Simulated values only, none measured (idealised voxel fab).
Herein follows the process module entitled voxel wiring stack.
In the cross-section labelled cut, the width is 165 nm and each square cell is 5 nm.
When this document writes out a cross-section, it uses a grid of square cells and lists it as bands, beginning at the top and moving down, with a band standing for one or more rows of cells. Heights first: top, then bottom, in nm. Then materials, left to right, each with a width in nm. "all across" on a single material: fills the band edge to edge. "air": empty space. Heights are reckoned from 0. Under this level, the received wafer is all of one material. The bottommost band is open-ended downward, for example "0 down". Width spec "30..40" -> top row of cells at first value, bottom row at second value, equal per-row change in between. "changes: none" (step): cross-section cells unchanged, all of them. "Enclosed cavity list" - sealed voids, min. 8 cells, no opening to top; format: width x height at distance (distance from left edge; nm throughout). Formally, on a step line, whatever follows the settings is a remark that the simulator itself makes on the step. "overlay nm" denotes, for a step that has a mask, the displacement of the mask to the right of its planned place, with negative values corresponding to the left. Reading key. Pairs: pre-step and post-step cross-section, one process step apart; post-step view only to lowest changed band. Step between + settings: beneath pair. Runs: pairs may be from different runs of this module, same starting wafer. Continuation from pair above: only where "Before the process" entry says.
Before the process
	0 down: Si all across
	Enclosed cavity list: none
Resulting Cross-Section
	15 to 0: SiO2 all across
	below 0: unchanged
	Enclosed cavity list: none
What was done to get from the before section above to the after section? CONFORMAL_DEP [material SiO2] [thk nm 15]
Before the process: just use the after drawing of the pair above as your starting point.
Resulting Cross-Section
	20 to 15: TiN all across
	below 15: unchanged
	Enclosed cavity list: none
What was done to get from the before section above to the after section? DIRECTIONAL_DEP [material TiN] [thk nm 5]
Before the process: just use the after drawing of the pair above as your starting point.
Resulting Cross-Section
	40 to 20: W all across
	below 20: unchanged
	Enclosed cavity list: none
What was done to get from the before section above to the after section? DIRECTIONAL_DEP [material W] [thk nm 20]
Before the process: just use the after drawing of the pair above as your starting point.
Resulting Cross-Section
	50 to 40: aC all across
	below 40: unchanged
	Enclosed cavity list: none
What was done to get from the before section above to the after section? DIRECTIONAL_DEP [material aC] [thk nm 10]
Before the process: just use the after drawing of the pair above as your starting point.
Resulting Cross-Section
	80 to 50: 20 nm air, then 30 nm resist, then 15 nm air, then 30 nm resist, then 15 nm air, then 30 nm resist, then 25 nm air
	below 50: unchanged
	Enclosed cavity list: none
What was done to get from the before section above to the after section? PATTERN [tone cover] [mask id METAL_1] [material resist] [width nm 30] [pitch nm 45] [thk nm 30] [overlay nm 0]
Before the process: just use the after drawing of the pair above as your starting point.
Resulting Cross-Section
	70 to 50: 20 nm air, then 30 nm resist, then 15 nm air, then 30 nm resist, then 15 nm air, then 30 nm resist, then 25 nm air
	50 to 40: 20 nm air, then 30 nm aC, then 15 nm air, then 30 nm aC, then 15 nm air, then 30 nm aC, then 25 nm air
	below 40: unchanged
	Enclosed cavity list: none
What was done to get from the before section above to the after section? DIRECTIONAL_ETCH [etch materials aC] [depth nm 10]
Before the process: just use the after drawing of the pair above as your starting point.
Resulting Cross-Section
	50 to 40: 20 nm air, then 30 nm aC, then 15 nm air, then 30 nm aC, then 15 nm air, then 30 nm aC, then 25 nm air
	below 40: unchanged
	Enclosed cavity list: none
What was done to get from the before section above to the after section? STRIP [etch materials resist]
Before the process: just use the after drawing of the pair above as your starting point.
Resulting Cross-Section
	50 to 40: 20 nm air, then 30 nm aC, then 15 nm air, then 30 nm aC, then 15 nm air, then 30 nm aC, then 25 nm air
	40 to 20: 20 nm air, then 30 nm W, then 15 nm air, then 30 nm W, then 15 nm air, then 30 nm W, then 25 nm air
	below 20: unchanged
	Enclosed cavity list: none
What was done to get from the before section above to the after section? DIRECTIONAL_ETCH [etch materials W] [depth nm 20]
Before the process: just use the after drawing of the pair above as your starting point.
Resulting Cross-Section
	50 to 40: 20 nm air, then 30 nm aC, then 15 nm air, then 30 nm aC, then 15 nm air, then 30 nm aC, then 25 nm air
	40 to 20: 20 nm air, then 30 nm W, then 15 nm air, then 30 nm W, then 15 nm air, then 30 nm W, then 25 nm air
	20 to 15: 20 nm air, then 30 nm TiN, then 15 nm air, then 30 nm TiN, then 15 nm air, then 30 nm TiN, then 25 nm air
	below 15: unchanged
	Enclosed cavity list: none
What was done to get from the before section above to the after section? DIRECTIONAL_ETCH [etch materials TiN] [depth nm 5]
Before the process: just use the after drawing of the pair above as your starting point.
Resulting Cross-Section
	40 to 20: 20 nm air, then 30 nm W, then 15 nm air, then 30 nm W, then 15 nm air, then 30 nm W, then 25 nm air
	below 20: unchanged
	Enclosed cavity list: none
What was done to get from the before section above to the after section? STRIP [etch materials aC]
Before the process: just use the after drawing of the pair above as your starting point.
Resulting Cross-Section
	45 to 40: 15 nm air, then 40 nm SiN, then 5 nm air, then 40 nm SiN, then 5 nm air, then 40 nm SiN, then 20 nm air
	40 to 20: 15 nm air, then 5 nm SiN, then 30 nm W, then 5 nm SiN, then 5 nm air, then 5 nm SiN, then 30 nm W, then 5 nm SiN, then 5 nm air, then 5 nm SiN, then 30 nm W, then 5 nm SiN, then 20 nm air
	20 to 15: 20 nm SiN, then 30 nm TiN, then 15 nm SiN, then 30 nm TiN, then 15 nm SiN, then 30 nm TiN, then 25 nm SiN
	below 15: unchanged
	Enclosed cavity list: none
What was done to get from the before section above to the after section? CONFORMAL_DEP [material SiN] [thk nm 5]
Before the process: just use the after drawing of the pair above as your starting point.
Resulting Cross-Section
	50 to 45: lowk all across
	45 to 40: 15 nm lowk, then 40 nm SiN, then 5 nm lowk, then 40 nm SiN, then 5 nm lowk, then 40 nm SiN, then 20 nm lowk
	40 to 20: 15 nm lowk, then 5 nm SiN, then 30 nm W, then 5 nm SiN, then 5 nm lowk, then 5 nm SiN, then 30 nm W, then 5 nm SiN, then 5 nm lowk, then 5 nm SiN, then 30 nm W, then 5 nm SiN, then 20 nm lowk
	below 20: unchanged
	Enclosed cavity list: none
What was done to get from the before section above to the after section? FILL_DEP [material lowk] [thk nm 5]
Before the process: just use the after drawing of the pair above as your starting point.
Resulting Cross-Section
	40 to 20: 15 nm lowk, then 5 nm SiN, then 30 nm W, then 5 nm SiN, then 5 nm lowk, then 5 nm SiN, then 30 nm W, then 5 nm SiN, then 5 nm lowk, then 5 nm SiN, then 30 nm W, then 5 nm SiN, then 20 nm lowk
	below 20: unchanged
	Enclosed cavity list: none
What was done to get from the before section above to the after section? CMP [height nm 40]
Before the process: just use the after drawing of the pair above as your starting point.
Resulting Cross-Section
	45 to 40: SiCN all across
	below 40: unchanged
	Enclosed cavity list: none
What was done to get from the before section above to the after section? CONFORMAL_DEP [material SiCN] [thk nm 5]
Before the process: just use the after drawing of the pair above as your starting point.
Resulting Cross-Section
	65 to 45: SiO2 all across
	below 45: unchanged
	Enclosed cavity list: none
What was done to get from the before section above to the after section? DIRECTIONAL_DEP [material SiO2] [thk nm 20]
Before the process: just use the after drawing of the pair above as your starting point.
Resulting Cross-Section
	75 to 65: aC all across
	below 65: unchanged
	Enclosed cavity list: none
What was done to get from the before section above to the after section? DIRECTIONAL_DEP [material aC] [thk nm 10]
Before the process: just use the after drawing of the pair above as your starting point.
Resulting Cross-Section
	100 to 75: 20 nm resist, then 15 nm air, then 75 nm resist, then 15 nm air, then 40 nm resist
	below 75: unchanged
	Enclosed cavity list: none
What was done to get from the before section above to the after section? PATTERN [tone open] [mask id PLUG_1] [material resist] [width nm 15] [pitch nm 90] [thk nm 25] [overlay nm 0]
Before the process: just use the after drawing of the pair above as your starting point.
Resulting Cross-Section
	90 to 75: 20 nm resist, then 15 nm air, then 75 nm resist, then 15 nm air, then 40 nm resist
	75 to 65: 20 nm aC, then 15 nm air, then 75 nm aC, then 15 nm air, then 40 nm aC
	below 65: unchanged
	Enclosed cavity list: none
What was done to get from the before section above to the after section? DIRECTIONAL_ETCH [etch materials aC] [depth nm 10]
Before the process: just use the after drawing of the pair above as your starting point.
Resulting Cross-Section
	75 to 65: 20 nm aC, then 15 nm air, then 75 nm aC, then 15 nm air, then 40 nm aC
	below 65: unchanged
	Enclosed cavity list: none
What was done to get from the before section above to the after section? STRIP [etch materials resist]
Before the process: just use the after drawing of the pair above as your starting point.
Resulting Cross-Section
	75 to 65: 20 nm aC, then 15 nm air, then 75 nm aC, then 15 nm air, then 40 nm aC
	65 to 45: 20 nm SiO2, then 15 nm air, then 75 nm SiO2, then 15 nm air, then 40 nm SiO2
	below 45: unchanged
	Enclosed cavity list: none
What was done to get from the before section above to the after section? DIRECTIONAL_ETCH [etch materials SiO2] [depth nm 20]
Before the process: just use the after drawing of the pair above as your starting point.
Resulting Cross-Section
	75 to 65: 20 nm aC, then 15 nm air, then 75 nm aC, then 15 nm air, then 40 nm aC
	65 to 45: 20 nm SiO2, then 15 nm air, then 75 nm SiO2, then 15 nm air, then 40 nm SiO2
	45 to 40: 20 nm SiCN, then 15 nm air, then 75 nm SiCN, then 15 nm air, then 40 nm SiCN
	below 40: unchanged
	Enclosed cavity list: none
What was done to get from the before section above to the after section? DIRECTIONAL_ETCH [etch materials SiCN] [depth nm 5]
Before the process: just use the after drawing of the pair above as your starting point.
Resulting Cross-Section
	65 to 45: 20 nm SiO2, then 15 nm air, then 75 nm SiO2, then 15 nm air, then 40 nm SiO2
	below 45: unchanged
	Enclosed cavity list: none
What was done to get from the before section above to the after section? STRIP [etch materials aC]
Before the process: just use the after drawing of the pair above as your starting point.
Resulting Cross-Section
	65 to 50: 20 nm SiO2, then 15 nm air, then 75 nm SiO2, then 15 nm air, then 40 nm SiO2
	50 to 45: 20 nm SiO2, then 15 nm Ru, then 75 nm SiO2, then 15 nm Ru, then 40 nm SiO2
	45 to 40: 20 nm SiCN, then 15 nm Ru, then 75 nm SiCN, then 15 nm Ru, then 40 nm SiCN
	below 40: unchanged
	Enclosed cavity list: none
What was done to get from the before section above to the after section? EPI [material Ru] [thk nm 10]
Before the process: just use the after drawing of the pair above as your starting point.
Resulting Cross-Section
	65 to 60: 20 nm SiO2, then 15 nm air, then 75 nm SiO2, then 15 nm air, then 40 nm SiO2
	60 to 45: 20 nm SiO2, then 15 nm Ru, then 75 nm SiO2, then 15 nm Ru, then 40 nm SiO2
	below 45: unchanged
	Enclosed cavity list: none
What was done to get from the before section above to the after section? EPI [material Ru] [thk nm 10]
Before the process: just use the after drawing of the pair above as your starting point.
Resulting Cross-Section
	65 to 45: 20 nm SiO2, then 15 nm Ru, then 75 nm SiO2, then 15 nm Ru, then 40 nm SiO2
	below 45: unchanged
	Enclosed cavity list: none
What was done to get from the before section above to the after section? EPI [material Ru] [thk nm 5]
Before the process: just use the after drawing of the pair above as your starting point.
Resulting Cross-Section
	70 to 65: TiN all across
	below 65: unchanged
	Enclosed cavity list: none
What was done to get from the before section above to the after section? DIRECTIONAL_DEP [material TiN] [thk nm 5]
Before the process: just use the after drawing of the pair above as your starting point.
Resulting Cross-Section
	95 to 70: W all across
	below 70: unchanged
	Enclosed cavity list: none
What was done to get from the before section above to the after section? DIRECTIONAL_DEP [material W] [thk nm 25]
Before the process: just use the after drawing of the pair above as your starting point.
Resulting Cross-Section
	105 to 95: aC all across
	below 95: unchanged
	Enclosed cavity list: none
What was done to get from the before section above to the after section? DIRECTIONAL_DEP [material aC] [thk nm 10]
Before the process: just use the after drawing of the pair above as your starting point.
Resulting Cross-Section
	135 to 105: 20 nm air, then 30 nm resist, then 15 nm air, then 30 nm resist, then 15 nm air, then 30 nm resist, then 25 nm air
	below 105: unchanged
	Enclosed cavity list: none
What was done to get from the before section above to the after section? PATTERN [tone cover] [mask id METAL_2] [material resist] [width nm 30] [pitch nm 45] [thk nm 30] [overlay nm 0]
Before the process: just use the after drawing of the pair above as your starting point.
Resulting Cross-Section
	125 to 105: 20 nm air, then 30 nm resist, then 15 nm air, then 30 nm resist, then 15 nm air, then 30 nm resist, then 25 nm air
	105 to 95: 20 nm air, then 30 nm aC, then 15 nm air, then 30 nm aC, then 15 nm air, then 30 nm aC, then 25 nm air
	below 95: unchanged
	Enclosed cavity list: none
What was done to get from the before section above to the after section? DIRECTIONAL_ETCH [etch materials aC] [depth nm 10]
Before the process: just use the after drawing of the pair above as your starting point.
Resulting Cross-Section
	105 to 95: 20 nm air, then 30 nm aC, then 15 nm air, then 30 nm aC, then 15 nm air, then 30 nm aC, then 25 nm air
	below 95: unchanged
	Enclosed cavity list: none
What was done to get from the before section above to the after section? STRIP [etch materials resist]
Before the process: just use the after drawing of the pair above as your starting point.
Resulting Cross-Section
	105 to 95: 20 nm air, then 30 nm aC, then 15 nm air, then 30 nm aC, then 15 nm air, then 30 nm aC, then 25 nm air
	95 to 70: 20 nm air, then 30 nm W, then 15 nm air, then 30 nm W, then 15 nm air, then 30 nm W, then 25 nm air
	below 70: unchanged
	Enclosed cavity list: none
What was done to get from the before section above to the after section? DIRECTIONAL_ETCH [etch materials W] [depth nm 25]
Before the process: just use the after drawing of the pair above as your starting point.
Resulting Cross-Section
	105 to 95: 20 nm air, then 30 nm aC, then 15 nm air, then 30 nm aC, then 15 nm air, then 30 nm aC, then 25 nm air
	95 to 70: 20 nm air, then 30 nm W, then 15 nm air, then 30 nm W, then 15 nm air, then 30 nm W, then 25 nm air
	70 to 65: 20 nm air, then 30 nm TiN, then 15 nm air, then 30 nm TiN, then 15 nm air, then 30 nm TiN, then 25 nm air
	below 65: unchanged
	Enclosed cavity list: none
What was done to get from the before section above to the after section? DIRECTIONAL_ETCH [etch materials TiN] [depth nm 5]
Before the process: just use the after drawing of the pair above as your starting point.
Resulting Cross-Section
	95 to 70: 20 nm air, then 30 nm W, then 15 nm air, then 30 nm W, then 15 nm air, then 30 nm W, then 25 nm air
	below 70: unchanged
	Enclosed cavity list: none
What was done to get from the before section above to the after section? STRIP [etch materials aC]
Before the process: just use the after drawing of the pair above as your starting point.
Resulting Cross-Section
	100 to 95: 15 nm air, then 40 nm SiN, then 5 nm air, then 40 nm SiN, then 5 nm air, then 40 nm SiN, then 20 nm air
	95 to 70: 15 nm air, then 5 nm SiN, then 30 nm W, then 5 nm SiN, then 5 nm air, then 5 nm SiN, then 30 nm W, then 5 nm SiN, then 5 nm air, then 5 nm SiN, then 30 nm W, then 5 nm SiN, then 20 nm air
	70 to 65: 20 nm SiN, then 30 nm TiN, then 15 nm SiN, then 30 nm TiN, then 15 nm SiN, then 30 nm TiN, then 25 nm SiN
	below 65: unchanged
	Enclosed cavity list: none
What was done to get from the before section above to the after section? CONFORMAL_DEP [material SiN] [thk nm 5]
Before the process: just use the after drawing of the pair above as your starting point.
Resulting Cross-Section
	105 to 100: lowk all across
	100 to 95: 15 nm lowk, then 40 nm SiN, then 5 nm lowk, then 40 nm SiN, then 5 nm lowk, then 40 nm SiN, then 20 nm lowk
	95 to 70: 15 nm lowk, then 5 nm SiN, then 30 nm W, then 5 nm SiN, then 5 nm lowk, then 5 nm SiN, then 30 nm W, then 5 nm SiN, then 5 nm lowk, then 5 nm SiN, then 30 nm W, then 5 nm SiN, then 20 nm lowk
	below 70: unchanged
	Enclosed cavity list: none
What was done to get from the before section above to the after section? FILL_DEP [material lowk] [thk nm 5]
Before the process: just use the after drawing of the pair above as your starting point.
Resulting Cross-Section
	95 to 70: 15 nm lowk, then 5 nm SiN, then 30 nm W, then 5 nm SiN, then 5 nm lowk, then 5 nm SiN, then 30 nm W, then 5 nm SiN, then 5 nm lowk, then 5 nm SiN, then 30 nm W, then 5 nm SiN, then 20 nm lowk
	below 70: unchanged
	Enclosed cavity list: none
What was done to get from the before section above to the after section? CMP [height nm 95]
Before the process: just use the after drawing of the pair above as your starting point.
Resulting Cross-Section
	100 to 95: SiCN all across
	below 95: unchanged
	Enclosed cavity list: none
What was done to get from the before section above to the after section? CONFORMAL_DEP [material SiCN] [thk nm 5]
Before the process: just use the after drawing of the pair above as your starting point.
Resulting Cross-Section
	110 to 100: lowk all across
	below 100: unchanged
	Enclosed cavity list: none
What was done to get from the before section above to the after section? DIRECTIONAL_DEP [material lowk] [thk nm 10]
Before the process: just use the after drawing of the pair above as your starting point.
Resulting Cross-Section
	110 to 100: 20 nm lowk, then 15 nm air, then 75 nm lowk, then 15 nm air, then 40 nm lowk
	below 100: unchanged
	Enclosed cavity list: none
What was done to get from the before section above to the after section? MASKED_ETCH [tone open] [mask id PLUG_2] [width nm 15] [pitch nm 90] [etch materials lowk] [depth nm 10] [overlay nm 0]
Before the process: just use the after drawing of the pair above as your starting point.
Resulting Cross-Section
	110 to 100: 20 nm lowk, then 15 nm air, then 75 nm lowk, then 15 nm air, then 40 nm lowk
	100 to 95: 20 nm SiCN, then 15 nm air, then 75 nm SiCN, then 15 nm air, then 40 nm SiCN
	below 95: unchanged
	Enclosed cavity list: none
What was done to get from the before section above to the after section? MASKED_ETCH [tone open] [mask id PLUG_2] [width nm 15] [pitch nm 90] [etch materials SiCN] [depth nm 5] [overlay nm 0]
Before the process: just use the after drawing of the pair above as your starting point.
Resulting Cross-Section
	110 to 105: 20 nm lowk, then 15 nm air, then 75 nm lowk, then 15 nm air, then 40 nm lowk
	105 to 100: 20 nm lowk, then 15 nm Ru, then 75 nm lowk, then 15 nm Ru, then 40 nm lowk
	100 to 95: 20 nm SiCN, then 15 nm Ru, then 75 nm SiCN, then 15 nm Ru, then 40 nm SiCN
	below 95: unchanged
	Enclosed cavity list: none
What was done to get from the before section above to the after section? EPI [material Ru] [thk nm 10]
Before the process: just use the after drawing of the pair above as your starting point.
Resulting Cross-Section
	110 to 100: 20 nm lowk, then 15 nm Ru, then 75 nm lowk, then 15 nm Ru, then 40 nm lowk
	below 100: unchanged
	Enclosed cavity list: none
What was done to get from the before section above to the after section? EPI [material Ru] [thk nm 5]
Before the process: just use the after drawing of the pair above as your starting point.
Resulting Cross-Section
	115 to 110: TiN all across
	below 110: unchanged
	Enclosed cavity list: none
What was done to get from the before section above to the after section? DIRECTIONAL_DEP [material TiN] [thk nm 5]
Before the process: just use the after drawing of the pair above as your starting point.
Resulting Cross-Section
	130 to 115: W all across
	below 115: unchanged
	Enclosed cavity list: none
What was done to get from the before section above to the after section? DIRECTIONAL_DEP [material W] [thk nm 15]
Before the process: just use the after drawing of the pair above as your starting point.
Resulting Cross-Section
	130 to 115: 20 nm air, then 30 nm W, then 15 nm air, then 30 nm W, then 15 nm air, then 30 nm W, then 25 nm air
	below 115: unchanged
	Enclosed cavity list: none
What was done to get from the before section above to the after section? MASKED_ETCH [tone cover] [mask id METAL_3] [width nm 30] [pitch nm 45] [etch materials W] [depth nm 15] [overlay nm 0]
Before the process: just use the after drawing of the pair above as your starting point.
Resulting Cross-Section
	130 to 115: 20 nm air, then 30 nm W, then 15 nm air, then 30 nm W, then 15 nm air, then 30 nm W, then 25 nm air
	115 to 110: 20 nm air, then 30 nm TiN, then 15 nm air, then 30 nm TiN, then 15 nm air, then 30 nm TiN, then 25 nm air
	below 110: unchanged
	Enclosed cavity list: none
What was done to get from the before section above to the after section? MASKED_ETCH [tone cover] [mask id METAL_3] [width nm 30] [pitch nm 45] [etch materials TiN] [depth nm 5] [overlay nm 0]
Before the process: just use the after drawing of the pair above as your starting point.
Resulting Cross-Section
	140 to 130: SiO2 all across
	130 to 115: 20 nm SiO2, then 30 nm W, then 15 nm SiO2, then 30 nm W, then 15 nm SiO2, then 30 nm W, then 25 nm SiO2
	115 to 110: 20 nm SiO2, then 30 nm TiN, then 15 nm SiO2, then 30 nm TiN, then 15 nm SiO2, then 30 nm TiN, then 25 nm SiO2
	below 110: unchanged
	Enclosed cavity list: none
What was done to get from the before section above to the after section? FILL_DEP [material SiO2] [thk nm 10]
Before the process: just use the after drawing of the pair above as your starting point.
Resulting Cross-Section
	130 to 115: 20 nm SiO2, then 30 nm W, then 15 nm SiO2, then 30 nm W, then 15 nm SiO2, then 30 nm W, then 25 nm SiO2
	below 115: unchanged
	Enclosed cavity list: none
What was done to get from the before section above to the after section? CMP [height nm 130]
Before the process: just use the after drawing of the pair above as your starting point.
Resulting Cross-Section
	135 to 130: SiCN all across
	below 130: unchanged
	Enclosed cavity list: none
What was done to get from the before section above to the after section? CONFORMAL_DEP [material SiCN] [thk nm 5]
Before the process: just use the after drawing of the pair above as your starting point.
Resulting Cross-Section
	145 to 135: lowk all across
	below 135: unchanged
	Enclosed cavity list: none
What was done to get from the before section above to the after section? DIRECTIONAL_DEP [material lowk] [thk nm 10]
Before the process: just use the after drawing of the pair above as your starting point.
Resulting Cross-Section
	165 to 145: 20 nm resist, then 15 nm air, then 30 nm resist, then 15 nm air, then 30 nm resist, then 15 nm air, then 40 nm resist
	below 145: unchanged
	Enclosed cavity list: none
What was done to get from the before section above to the after section? PATTERN [tone open] [mask id PLUG_3] [material resist] [width nm 15] [pitch nm 45] [thk nm 20] [overlay nm 0]
Before the process: just use the after drawing of the pair above as your starting point.
Resulting Cross-Section
	165 to 145: 20 nm resist, then 15 nm air, then 30 nm resist, then 15 nm air, then 30 nm resist, then 15 nm air, then 40 nm resist
	145 to 135: 20 nm lowk, then 15 nm air, then 30 nm lowk, then 15 nm air, then 30 nm lowk, then 15 nm air, then 40 nm lowk
	below 135: unchanged
	Enclosed cavity list: none
What was done to get from the before section above to the after section? DIRECTIONAL_ETCH [etch materials lowk] [depth nm 10]
Before the process: just use the after drawing of the pair above as your starting point.
Resulting Cross-Section
	165 to 145: 20 nm resist, then 15 nm air, then 30 nm resist, then 15 nm air, then 30 nm resist, then 15 nm air, then 40 nm resist
	145 to 135: 20 nm lowk, then 15 nm air, then 30 nm lowk, then 15 nm air, then 30 nm lowk, then 15 nm air, then 40 nm lowk
	135 to 130: 20 nm SiCN, then 15 nm air, then 30 nm SiCN, then 15 nm air, then 30 nm SiCN, then 15 nm air, then 40 nm SiCN
	below 130: unchanged
	Enclosed cavity list: none
What was done to get from the before section above to the after section? DIRECTIONAL_ETCH [etch materials SiCN] [depth nm 5]
Before the process: just use the after drawing of the pair above as your starting point.
Resulting Cross-Section
	145 to 135: 20 nm lowk, then 15 nm air, then 30 nm lowk, then 15 nm air, then 30 nm lowk, then 15 nm air, then 40 nm lowk
	below 135: unchanged
	Enclosed cavity list: none
What was done to get from the before section above to the after section? STRIP [etch materials resist]
Before the process: just use the after drawing of the pair above as your starting point.
Resulting Cross-Section
	150 to 145: 25 nm TiN, then 5 nm air, then 40 nm TiN, then 5 nm air, then 40 nm TiN, then 5 nm air, then 45 nm TiN
	145 to 135: 20 nm lowk, then 5 nm TiN, then 5 nm air, then 5 nm TiN, then 30 nm lowk, then 5 nm TiN, then 5 nm air, then 5 nm TiN, then 30 nm lowk, then 5 nm TiN, then 5 nm air, then 5 nm TiN, then 40 nm lowk
	135 to 130: 20 nm SiCN, then 15 nm TiN, then 30 nm SiCN, then 15 nm TiN, then 30 nm SiCN, then 15 nm TiN, then 40 nm SiCN
	below 130: unchanged
	Enclosed cavity list: none
What was done to get from the before section above to the after section? CONFORMAL_DEP [material TiN] [thk nm 5]
Before the process: just use the after drawing of the pair above as your starting point.
Resulting Cross-Section
	155 to 150: Cu all across
	150 to 145: 25 nm TiN, then 5 nm Cu, then 40 nm TiN, then 5 nm Cu, then 40 nm TiN, then 5 nm Cu, then 45 nm TiN
	145 to 135: 20 nm lowk, then 5 nm TiN, then 5 nm Cu, then 5 nm TiN, then 30 nm lowk, then 5 nm TiN, then 5 nm Cu, then 5 nm TiN, then 30 nm lowk, then 5 nm TiN, then 5 nm Cu, then 5 nm TiN, then 40 nm lowk
	below 135: unchanged
	Enclosed cavity list: none
What was done to get from the before section above to the after section? FILL_DEP [material Cu] [thk nm 5]
Before the process: just use the after drawing of the pair above as your starting point.
Resulting Cross-Section
	145 to 135: 20 nm lowk, then 5 nm TiN, then 5 nm Cu, then 5 nm TiN, then 30 nm lowk, then 5 nm TiN, then 5 nm Cu, then 5 nm TiN, then 30 nm lowk, then 5 nm TiN, then 5 nm Cu, then 5 nm TiN, then 40 nm lowk
	below 135: unchanged
	Enclosed cavity list: none
What was done to get from the before section above to the after section? CMP [height nm 145]
Before the process: just use the after drawing of the pair above as your starting point.
Resulting Cross-Section
	150 to 145: TiN all across
	below 145: unchanged
	Enclosed cavity list: none
What was done to get from the before section above to the after section? DIRECTIONAL_DEP [material TiN] [thk nm 5]
Before the process: just use the after drawing of the pair above as your starting point.
Resulting Cross-Section
	170 to 150: W all across
	below 150: unchanged
	Enclosed cavity list: none
What was done to get from the before section above to the after section? DIRECTIONAL_DEP [material W] [thk nm 20]
Before the process: just use the after drawing of the pair above as your starting point.
Resulting Cross-Section
	170 to 150: 20 nm air, then 30 nm W, then 15 nm air, then 30 nm W, then 15 nm air, then 30 nm W, then 25 nm air
	below 150: unchanged
	Enclosed cavity list: none
What was done to get from the before section above to the after section? MASKED_ETCH [tone cover] [mask id METAL_4] [width nm 30] [pitch nm 45] [etch materials W] [depth nm 20] [overlay nm 0]
Before the process: just use the after drawing of the pair above as your starting point.
Resulting Cross-Section
	170 to 150: 20 nm air, then 30 nm W, then 15 nm air, then 30 nm W, then 15 nm air, then 30 nm W, then 25 nm air
	150 to 145: 20 nm air, then 30 nm TiN, then 15 nm air, then 30 nm TiN, then 15 nm air, then 30 nm TiN, then 25 nm air
	below 145: unchanged
	Enclosed cavity list: none
What was done to get from the before section above to the after section? MASKED_ETCH [tone cover] [mask id METAL_4] [width nm 30] [pitch nm 45] [etch materials TiN] [depth nm 5] [overlay nm 0]
Before the process: just use the after drawing of the pair above as your starting point.
Resulting Cross-Section
	175 to 170: 15 nm air, then 40 nm SiCN, then 5 nm air, then 40 nm SiCN, then 5 nm air, then 40 nm SiCN, then 20 nm air
	170 to 150: 15 nm air, then 5 nm SiCN, then 30 nm W, then 5 nm SiCN, then 5 nm air, then 5 nm SiCN, then 30 nm W, then 5 nm SiCN, then 5 nm air, then 5 nm SiCN, then 30 nm W, then 5 nm SiCN, then 20 nm air
	150 to 145: 20 nm SiCN, then 30 nm TiN, then 15 nm SiCN, then 30 nm TiN, then 15 nm SiCN, then 30 nm TiN, then 25 nm SiCN
	below 145: unchanged
	Enclosed cavity list: none
What was done to get from the before section above to the after section? CONFORMAL_DEP [material SiCN] [thk nm 5]
Before the process: just use the after drawing of the pair above as your starting point.
Resulting Cross-Section
	185 to 175: SiO2 all across
	175 to 170: 15 nm SiO2, then 40 nm SiCN, then 5 nm SiO2, then 40 nm SiCN, then 5 nm SiO2, then 40 nm SiCN, then 20 nm SiO2
	170 to 150: 15 nm SiO2, then 5 nm SiCN, then 30 nm W, then 5 nm SiCN, then 5 nm SiO2, then 5 nm SiCN, then 30 nm W, then 5 nm SiCN, then 5 nm SiO2, then 5 nm SiCN, then 30 nm W, then 5 nm SiCN, then 20 nm SiO2
	below 150: unchanged
	Enclosed cavity list: none
What was done to get from the before section above to the after section? FILL_DEP [material SiO2] [thk nm 10]
Before the process: just use the after drawing of the pair above as your starting point.
Resulting Cross-Section
	170 to 150: 15 nm SiO2, then 5 nm SiCN, then 30 nm W, then 5 nm SiCN, then 5 nm SiO2, then 5 nm SiCN, then 30 nm W, then 5 nm SiCN, then 5 nm SiO2, then 5 nm SiCN, then 30 nm W, then 5 nm SiCN, then 20 nm SiO2
	below 150: unchanged
	Enclosed cavity list: none
What was done to get from the before section above to the after section? CMP [height nm 170]
Before the process: just use the after drawing of the pair above as your starting point.
Resulting Cross-Section
	175 to 170: SiCN all across
	below 170: unchanged
	Enclosed cavity list: none
What was done to get from the before section above to the after section? CONFORMAL_DEP [material SiCN] [thk nm 5]
Before the process
	15 to 0: SiO2 all across
	0 down: Si all across
	Enclosed cavity list: none
Resulting Cross-Section
	35 to 15: W all across
	below 15: unchanged
	Enclosed cavity list: none
What was done to get from the before section above to the after section? DIRECTIONAL_DEP [material W] [thk nm 20]
Before the process: just use the after drawing of the pair above as your starting point.
Resulting Cross-Section
	45 to 35: aC all across
	below 35: unchanged
	Enclosed cavity list: none
What was done to get from the before section above to the after section? DIRECTIONAL_DEP [material aC] [thk nm 10]
Before the process: just use the after drawing of the pair above as your starting point.
Resulting Cross-Section
	75 to 45: 20 nm air, then 30 nm resist, then 15 nm air, then 30 nm resist, then 15 nm air, then 30 nm resist, then 25 nm air
	below 45: unchanged
	Enclosed cavity list: none
What was done to get from the before section above to the after section? PATTERN [tone cover] [mask id METAL_1] [material resist] [width nm 30] [pitch nm 45] [thk nm 30] [overlay nm 0]
Before the process: just use the after drawing of the pair above as your starting point.
Resulting Cross-Section
	65 to 45: 20 nm air, then 30 nm resist, then 15 nm air, then 30 nm resist, then 15 nm air, then 30 nm resist, then 25 nm air
	45 to 35: 20 nm air, then 30 nm aC, then 15 nm air, then 30 nm aC, then 15 nm air, then 30 nm aC, then 25 nm air
	below 35: unchanged
	Enclosed cavity list: none
What was done to get from the before section above to the after section? DIRECTIONAL_ETCH [etch materials aC] [depth nm 10]
Before the process: just use the after drawing of the pair above as your starting point.
Resulting Cross-Section
	45 to 35: 20 nm air, then 30 nm aC, then 15 nm air, then 30 nm aC, then 15 nm air, then 30 nm aC, then 25 nm air
	below 35: unchanged
	Enclosed cavity list: none
What was done to get from the before section above to the after section? STRIP [etch materials resist]
Before the process: just use the after drawing of the pair above as your starting point.
Resulting Cross-Section
	45 to 35: 20 nm air, then 30 nm aC, then 15 nm air, then 30 nm aC, then 15 nm air, then 30 nm aC, then 25 nm air
	35 to 15: 20 nm air, then 30 nm W, then 15 nm air, then 30 nm W, then 15 nm air, then 30 nm W, then 25 nm air
	below 15: unchanged
	Enclosed cavity list: none
What was done to get from the before section above to the after section? DIRECTIONAL_ETCH [etch materials W] [depth nm 20]
Before the process: just use the after drawing of the pair above as your starting point.
Resulting Cross-Section
	35 to 15: 20 nm air, then 30 nm W, then 15 nm air, then 30 nm W, then 15 nm air, then 30 nm W, then 25 nm air
	below 15: unchanged
	Enclosed cavity list: none
What was done to get from the before section above to the after section? STRIP [etch materials aC]
Before the process: just use the after drawing of the pair above as your starting point.
Resulting Cross-Section
	40 to 35: 15 nm air, then 40 nm SiN, then 5 nm air, then 40 nm SiN, then 5 nm air, then 40 nm SiN, then 20 nm air
	35 to 20: 15 nm air, then 5 nm SiN, then 30 nm W, then 5 nm SiN, then 5 nm air, then 5 nm SiN, then 30 nm W, then 5 nm SiN, then 5 nm air, then 5 nm SiN, then 30 nm W, then 5 nm SiN, then 20 nm air
	20 to 15: 20 nm SiN, then 30 nm W, then 15 nm SiN, then 30 nm W, then 15 nm SiN, then 30 nm W, then 25 nm SiN
	below 15: unchanged
	Enclosed cavity list: none
What was done to get from the before section above to the after section? CONFORMAL_DEP [material SiN] [thk nm 5]
